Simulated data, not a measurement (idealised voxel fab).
Documented hereafter: the process module known as voxel transistor to metal.
Cross-section cut: width 190 nm, square cells of 5 nm.
Each cross-section below is a grid of square cells, stated as bands in top-down order, with one or more rows of cells making up each band. It is stipulated that each band's entry specify, in nanometres, the height of the top of the band and then that of its bottom, followed by the materials of the band in left-to-right sequence, each together with its width in nanometres. A single material marked by the word "edge to edge" is understood to fill the band from edge to edge; the word "air" is understood to denote empty space. Height reference: 0 = level under which incoming wafer is all one material. Lowest band: no bottom, runs on downward, e.g. "0..down". It should be noted that a width expressed as "30 to 40" varies in equal increments from row to row of cells within the band, taking the value of the first number at the top row and that of the second number at the bottom row. What does "remains unaltered" mean for a step? It means no cell of the cross-section changed in that step. Entry "Fully sealed cavities". Content: empty spaces with no open connection to the top, size 8 cells or greater. Each: width x height at distance. Distance: from left edge. Unit: nm. Step line, after settings: the simulator's comment on this step. What "overlay nm" on a step's line means: if the step has a mask, that mask lay this far to the right of its planned place, or, when the value is negative, to the left.
# Steps in the process plan
step 1: RECEIVE | material Si
step 2: OXIDIZE | depth nm 5
step 3: CONFORMAL_DEP | material SiN | thk nm 15
step 4: PATTERN | tone cover | mask id ACTIVE | material resist | width nm 115 | thk nm 20 | overlay nm 0
step 5: DIRECTIONAL_ETCH | etch materials SiN | depth nm 15
step 6: DIRECTIONAL_ETCH | etch materials SiO2 | depth nm 5
step 7: DIRECTIONAL_ETCH | etch materials Si | depth nm 30
step 8: STRIP | etch materials resist
step 9: OXIDIZE | depth nm 5
step 10: FILL_DEP | material SiO2 | thk nm 15
step 11: CMP | height nm 15
step 12: SELECTIVE_ETCH | etch materials SiO2 | depth nm 15
step 13: STRIP | etch materials SiN
step 14: SELECTIVE_ETCH | etch materials SiO2 | depth nm 5
step 15: OXIDIZE | depth nm 5
step 16: DIRECTIONAL_DEP | material polySi | thk nm 20
step 17: DIRECTIONAL_DEP | material SiCN | thk nm 15
step 18: DIRECTIONAL_DEP | material aC | thk nm 15
step 19: PATTERN | tone cover | mask id GATE | material resist | width nm 35 | thk nm 35 | overlay nm 0
step 20: DIRECTIONAL_ETCH | etch materials aC | depth nm 15
step 21: STRIP | etch materials resist
step 22: DIRECTIONAL_ETCH | etch materials SiCN | depth nm 25
step 23: DIRECTIONAL_ETCH | etch materials polySi | depth nm 30
step 24: STRIP | etch materials aC
step 25: CONFORMAL_DEP | material SiN | thk nm 10
step 26: DIRECTIONAL_ETCH | etch materials SiN | depth nm 10
step 27: DIRECTIONAL_ETCH | etch materials SiO2 | depth nm 5
step 28: DIRECTIONAL_ETCH | etch materials Si | depth nm 15
step 29: EPI | material SiGe | thk nm 15
step 30: FILL_DEP | material SiO2 | thk nm 5
step 31: CMP | height nm 15
step 32: STRIP | etch materials polySi
step 33: SELECTIVE_ETCH | etch materials SiO2 | depth nm 5
step 34: CONFORMAL_DEP | material HfO2 | thk nm 5
step 35: CONFORMAL_DEP | material TiN | thk nm 5
step 36: FILL_DEP | material W | thk nm 10
step 37: CMP | height nm 10
step 38: DIRECTIONAL_DEP | material SiO2 | thk nm 10
step 39: DIRECTIONAL_DEP | material aC | thk nm 15
step 40: PATTERN | tone open | mask id CONTACT | material resist | width nm 15 | pitch nm 80 | thk nm 30 | overlay nm 0
step 41: DIRECTIONAL_ETCH | etch materials aC | depth nm 15
step 42: STRIP | etch materials resist
step 43: DIRECTIONAL_ETCH | etch materials SiO2 | depth nm 30
step 44: STRIP | etch materials aC
step 45: CONFORMAL_DEP | material TiN | thk nm 5
step 46: FILL_DEP | material Ru | thk nm 5
step 47: CMP | height nm 20
step 48: CONFORMAL_DEP | material SiCN | thk nm 5
step 49: DIRECTIONAL_DEP | material SiO2 | thk nm 25
step 50: MASKED_ETCH | tone open | mask id METAL_1 | width nm 15 | pitch nm 80 | etch materials SiO2 | depth nm 25 | overlay nm 0
step 51: MASKED_ETCH | tone open | mask id METAL_1 | width nm 15 | pitch nm 80 | etch materials SiCN | depth nm 5 | overlay nm 0
step 52: CONFORMAL_DEP | material TiN | thk nm 5
step 53: FILL_DEP | material Cu | thk nm 10
step 54: CMP | height nm 50
step 55: CONFORMAL_DEP | material SiCN | thk nm 5
# So this is the incoming wafer in cross-section - it's already been through step 1
> 0..down = Si edge to edge
> Fully sealed cavities: none
# Look at the cross-section after the module: the wafer started out the way shown above and the plan was the one shown above, yet one mistake was made along the way
> 55..50 = SiCN edge to edge
> 50..25 = SiO2 (45) / TiN (5) / Cu (5) / TiN (5) / SiO2 (65) / TiN (5) / Cu (5) / TiN (5) / SiO2 (50)
> 25..20 = SiCN (45) / TiN (15) / SiCN (65) / TiN (15) / SiCN (50)
> 20..15 = SiO2 (45) / TiN (5) / Ru (5) / TiN (5) / SiO2 (65) / TiN (5) / Ru (5) / TiN (5) / SiO2 (50)
> 15..10 = SiO2 (45) / TiN (15) / SiO2 (65) / TiN (15) / SiO2 (50)
> 10..0 = SiO2 (35 to 25) / SiGe (30 to 40) / SiN (10) / HfO2 (5) / TiN (5) / W (15) / TiN (5) / HfO2 (5) / SiN (10) / SiGe (30 to 40) / SiO2 (40 to 30)
> 0..-5 = SiO2 (25) / SiGe (40) / SiN (10) / HfO2 (5) / TiN (25) / HfO2 (5) / SiN (10) / SiGe (40) / SiO2 (30)
> -5..-10 = SiO2 (25) / SiGe (40) / SiO2 (5) / HfO2 (45) / SiO2 (5) / SiGe (40) / SiO2 (30)
> -10..-25 = SiO2 (40) / SiGe (25) / Si (55) / SiGe (25) / SiO2 (45)
> -25..-40 = SiO2 (40) / Si (105) / SiO2 (45)
> -40..down = Si edge to edge
> Fully sealed cavities: none
So what did we get wrong on this run? plan step 29 was conducted twice
